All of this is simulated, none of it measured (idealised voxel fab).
process module | voxel wiring stack
cross-section cut | 190 nm wide | cells 5 nm
A cross-section is a grid of square cells, given in bands from the top down. A band is one or more rows of cells.
Each band's line starts with the height of the band's top and of its bottom, in nm. Then come its materials from left to right, each with its width in nm. One material with "throughout" fills the band from edge to edge. "air" is empty space.
Height 0 is the level under which the wafer as received is all one material. The lowest band goes on downwards, as in "0 down".
A width such as "30 to 40" changes by the same amount from each row of cells to the next, from the band's top row to its bottom row.
"no change" after a step means that no cell of the cross-section changed.
closed voids: empty space of 8 cells or more with no open way to the top, each as width x height at its distance from the left edge, in nm
after a step's settings: what the simulator itself notes on the step
overlay nm, on a step with a mask: how far to the right of its planned place the mask lay; to the left if negative
plan
1 op RECEIVE | material Si
2 op CONFORMAL_DEP | material SiO2 | thk nm 10
3 op CONFORMAL_DEP | material SiN | thk nm 5
4 op DIRECTIONAL_DEP | material lowk | thk nm 15
5 op DIRECTIONAL_DEP | material aC | thk nm 10
6 op PATTERN | tone open | mask id METAL_1 | material resist | width nm 25 | pitch nm 50 | thk nm 30 | overlay nm 0
7 op DIRECTIONAL_ETCH | etch materials aC | depth nm 5
8 op STRIP | etch materials resist
9 op DIRECTIONAL_ETCH | etch materials lowk | depth nm 15
10 op DIRECTIONAL_ETCH | etch materials SiN | depth nm 5
11 op STRIP | etch materials aC
12 op CONFORMAL_DEP | material TiN | thk nm 5
13 op FILL_DEP | material Cu | thk nm 5
14 op CMP | height nm 30
15 op EPI | material Ru | thk nm 5
16 op FILL_DEP | material SiCN | thk nm 5
17 op DIRECTIONAL_DEP | material SiO2 | thk nm 25
18 op DIRECTIONAL_DEP | material aC | thk nm 15
19 op PATTERN | tone open | mask id METAL_2 | material resist | width nm 25 | pitch nm 50 | thk nm 30 | overlay nm 0
20 op DIRECTIONAL_ETCH | etch materials aC | depth nm 15
21 op STRIP | etch materials resist
22 op DIRECTIONAL_ETCH | etch materials SiO2 | depth nm 15
23 op STRIP | etch materials aC
24 op MASKED_ETCH | tone open | mask id METAL_2_HOLES | width nm 15 | etch materials SiO2 | depth nm 10 | overlay nm 0
25 op MASKED_ETCH | tone open | mask id METAL_2_HOLES | width nm 15 | etch materials SiCN | depth nm 5 | overlay nm 0
26 op CONFORMAL_DEP | material TiN | thk nm 5
27 op FILL_DEP | material Cu | thk nm 5
28 op CMP | height nm 65
29 op CONFORMAL_DEP | material SiCN | thk nm 5
varied across the wafers: depth nm of step 7. The plan shows the first wafer's value. All wafers start alike
first wafer as received, after step 1
  0 down: Si throughout
  closed voids: none
first wafer at the end, after step 29
  70 to 65: SiCN throughout
  65 to 60: TiN 60 | Cu 15 | TiN 35 | Cu 15 | TiN 65
  60 to 50: SiO2 55 | TiN 5 | Cu 15 | TiN 5 | SiO2 25 | TiN 5 | Cu 15 | TiN 5 | SiO2 60
  50 to 45: SiO2 55 | TiN 5 | Cu 5 | TiN 15 | SiO2 25 | TiN 25 | SiO2 60
  45 to 35: SiO2 55 | TiN 5 | Cu 5 | TiN 5 | SiO2 120
  35 to 30: SiCN 55 | TiN 15 | SiCN 120
  30 to 15: lowk throughout
  15 to 10: SiN throughout
  10 to 0: SiO2 throughout
  0 down: Si throughout
  closed voids: none
last wafer at the end
  70 to 65: SiCN throughout
  65 to 55: SiO2 55 | TiN 5 | Cu 15 | TiN 5 | SiO2 25 | TiN 5 | Cu 15 | TiN 5 | SiO2 60
  55 to 50: SiO2 55 | TiN 5 | Cu 5 | TiN 15 | SiO2 25 | TiN 25 | SiO2 60
  50 to 40: SiO2 55 | TiN 5 | Cu 5 | TiN 5 | SiO2 120
  40 to 35: SiCN 55 | TiN 15 | SiCN 120
  35 to 30: SiCN 50 | Ru 35 | SiCN 15 | Ru 35 | SiCN 55
  30 to 15: lowk 55 | TiN 5 | Cu 15 | TiN 5 | lowk 25 | TiN 5 | Cu 15 | TiN 5 | lowk 60
  15 to 10: SiN 55 | TiN 25 | SiN 25 | TiN 25 | SiN 60
  10 to 0: SiO2 throughout
  0 down: Si throughout
  closed voids: none
each wafer at the end: cells of each material gained (+) or lost (-) since it was received, then its closed voids
depth nm 5 | +21 Cu | +73 SiCN | +38 SiN | +230 SiO2 | +56 TiN | +114 lowk | closed voids: none
depth nm 10 | +33 Cu | +14 Ru | +97 SiCN | +28 SiN | +230 SiO2 | +46 TiN | +84 lowk | closed voids: none
depth nm 15 | +33 Cu | +14 Ru | +97 SiCN | +28 SiN | +230 SiO2 | +46 TiN | +84 lowk | closed voids: none
depth nm 20 | +33 Cu | +14 Ru | +97 SiCN | +28 SiN | +230 SiO2 | +46 TiN | +84 lowk | closed voids: none
depth nm 25 | +33 Cu | +14 Ru | +97 SiCN | +28 SiN | +230 SiO2 | +46 TiN | +84 lowk | closed voids: none
